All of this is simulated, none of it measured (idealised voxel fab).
The process module that follows is named voxel tone inversion.
Section shown: cut. Width: 300 nm. Cell size: 5 nm, square.
Each cross-section below is a grid of square cells, stated as bands in top-down order, with one or more rows of cells making up each band. Per band: top height and bottom height in nm, followed by the left-to-right materials and their widths in nm; "everywhere" marks a single material spanning edge to edge, "blank" marks empty space. A quick word on heights: they are counted from 0, and under that level the wafer as it came to us is one material throughout. The lowest band is different from the rest in having no bottom; it simply continues downward, written as in "0 and below". You'd read "30 to 40" like this: the band's top row of cells is as wide as the first number, its bottom row is as wide as the second, and going down, every row changes width by the same amount as the row before did. Key: "remains unaltered" - step with no changed cell in the cross-section. Closed empty spaces (no open way to the top) of 8 cells or more are what "Enclosed void entries" lists, each as width x height at distance from the left edge, nm for all three. If you see something after the settings on a step's line, that's the simulator's own remark about that step. overlay nm: for a step with a mask, the amount by which the mask lay right of where it was planned; a negative amount means left of it.

[The planned process steps are enumerated hereunder]
1 RECEIVE,material Si
2 CONFORMAL_DEP,material SiCN,thk nm 10
3 DIRECTIONAL_DEP,material polySi,thk nm 20
4 PATTERN,tone cover,mask id POSTS,material resist,width nm 25,pitch nm 55,thk nm 30,overlay nm -15
5 DIRECTIONAL_ETCH,etch materials polySi,depth nm 20
6 STRIP,etch materials resist
7 FILL_DEP,material SiO2,thk nm 10
8 CMP,height nm 30
9 STRIP,etch materials polySi
10 CONFORMAL_DEP,material TiN,thk nm 5
11 FILL_DEP,material Cu,thk nm 10
12 CMP,height nm 30
13 CONFORMAL_DEP,material SiN,thk nm 5
What sets these wafers apart? The overlay nm at step 4. They all start alike, and the plan carries the first wafer's value.

[Cross-section of the first of several wafers as received (after step 1)]
0 and below  Si everywhere
Enclosed void entries: none

[First wafer of several, cross-section, module end, after step 13 (last)]
35 down to 30  SiN everywhere
30 down to 15  40 SiO2, 5 TiN, 15 Cu, 5 TiN, 30 SiO2, 5 TiN, 15 Cu, 5 TiN, 30 SiO2, 5 TiN, 15 Cu, 5 TiN, 30 SiO2, 5 TiN, 15 Cu, 5 TiN, 70 SiO2
15 down to 10  40 SiO2, 25 TiN, 30 SiO2, 25 TiN, 30 SiO2, 25 TiN, 30 SiO2, 25 TiN, 70 SiO2
10 down to 0  SiCN everywhere
0 and below  Si everywhere
Enclosed void entries: none

[last wafer at the end]
35 down to 30  SiN everywhere
30 down to 15  70 SiO2, 5 TiN, 15 Cu, 5 TiN, 30 SiO2, 5 TiN, 15 Cu, 5 TiN, 30 SiO2, 5 TiN, 15 Cu, 5 TiN, 30 SiO2, 5 TiN, 15 Cu, 5 TiN, 40 SiO2
15 down to 10  70 SiO2, 25 TiN, 30 SiO2, 25 TiN, 30 SiO2, 25 TiN, 30 SiO2, 25 TiN, 40 SiO2
10 down to 0  SiCN everywhere
0 and below  Si everywhere
Enclosed void entries: none

[Every row in this table is a wafer at the end of the module, and it gives, for each of the materials, the cells that wafer has gained (+) or lost (-) since it was received, then its closed voids]
overlay nm -15; +36 Cu; +120 SiCN; +60 SiN; +160 SiO2; +44 TiN; Enclosed void entries: none
overlay nm -10; +36 Cu; +120 SiCN; +60 SiN; +160 SiO2; +44 TiN; Enclosed void entries: none
overlay nm -5; +36 Cu; +120 SiCN; +60 SiN; +160 SiO2; +44 TiN; Enclosed void entries: none
overlay nm 0; +36 Cu; +120 SiCN; +60 SiN; +160 SiO2; +44 TiN; Enclosed void entries: none
overlay nm 5; +36 Cu; +120 SiCN; +60 SiN; +160 SiO2; +44 TiN; Enclosed void entries: none
overlay nm 10; +36 Cu; +120 SiCN; +60 SiN; +160 SiO2; +44 TiN; Enclosed void entries: none
overlay nm 15; +36 Cu; +120 SiCN; +60 SiN; +160 SiO2; +44 TiN; Enclosed void entries: none
